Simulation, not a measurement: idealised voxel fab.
A process module follows: voxel ribs on slabs.
This is section cut - it's 190 nm across, gridded in 5 nm square cells.
For the purposes of this document, a cross-section shall be understood as a grid of square cells, specified as bands listed in top-to-bottom order, each band consisting of one or more rows of cells.
Band entry format. Leading values: height of top, height of bottom, nm. Remainder: materials in left-to-right order, each with its width in nm. Special words: "full width" on a single material, which then fills the band edge to edge; "air", empty space.
Zero point of the height axis is 0; under it, received wafer = one material. Lowest band: continues down indefinitely, "0 -> down".
The expression "30 to 40" gives the width at the extremes of the band, the first number at its top row of cells and the second at its bottom row, with the width changing by equal amounts from each row to the next in between.
It should be understood that the words "nothing altered", when stated for a given step, signify that the cross-section underwent no change in any of its cells during that step.
Look at "Enclosed void entries" for the closed voids: empty spaces with no open path to the top, sized 8 cells or up. Each is width x height at distance, distance from the left edge, all nm.
What comes after the settings on a step's line is commentary from the simulator itself on that step.
"overlay nm" denotes, for a step that has a mask, the displacement of the mask to the right of its planned place, with negative values corresponding to the left.
**Steps in the process plan**
| 1 | RECEIVE [material Si] |
| 2 | DIRECTIONAL_DEP [material SiO2] [thk nm 30] |
| 3 | DIRECTIONAL_DEP [material SiN] [thk nm 25] |
| 4 | MASKED_ETCH [tone cover] [mask id RIB] [width nm 20] [etch materials SiN] [depth nm 20] [overlay nm 0] |
| 5 | PATTERN [tone cover] [mask id SLAB] [material resist] [width nm 60] [thk nm 20] [overlay nm 0] |
| 6 | DIRECTIONAL_ETCH [etch materials SiN] [depth nm 5] |
| 7 | STRIP [etch materials resist] |
| 8 | FILL_DEP [material SiO2] [thk nm 15] |
| 9 | CMP [height nm 65] |
| 10 | DIRECTIONAL_DEP [material TiN] [thk nm 5] |
| 11 | DIRECTIONAL_DEP [material aC] [thk nm 10] |
| 12 | PATTERN [tone cover] [mask id HEATER] [material resist] [width nm 30] [thk nm 25] [overlay nm 0] |
| 13 | DIRECTIONAL_ETCH [etch materials aC] [depth nm 10] |
| 14 | STRIP [etch materials resist] |
| 15 | DIRECTIONAL_ETCH [etch materials TiN] [depth nm 5] |
| 16 | STRIP [etch materials aC] |
| 17 | CONFORMAL_DEP [material SiO2] [thk nm 5] |
**So this is the incoming wafer in cross-section - it's already been through step 1**
	0 -> down = Si full width
	Enclosed void entries: none
**Here's the wafer cut in cross-section after the module, started and planned just like above, except one thing was done wrong in the run**
	75 -> 70 = air 75, SiO2 40, air 75
	70 -> 65 = SiO2 80, TiN 30, SiO2 80
	65 -> 55 = SiO2 full width
	55 -> 50 = SiO2 65, SiN 20, SiO2 20, SiN 20, SiO2 65
	50 -> 35 = SiN 85, SiO2 20, SiN 85
	35 -> 30 = SiN full width
	30 -> 0 = SiO2 full width
	0 -> down = Si full width
	Enclosed void entries: none
The plan and the run diverged here: so step 4 ended up running with a different setting than we planned, it ran as MASKED_ETCH [tone open] [mask id RIB] [width nm 20] [etch materials SiN] [depth nm 20] [overlay nm 0]
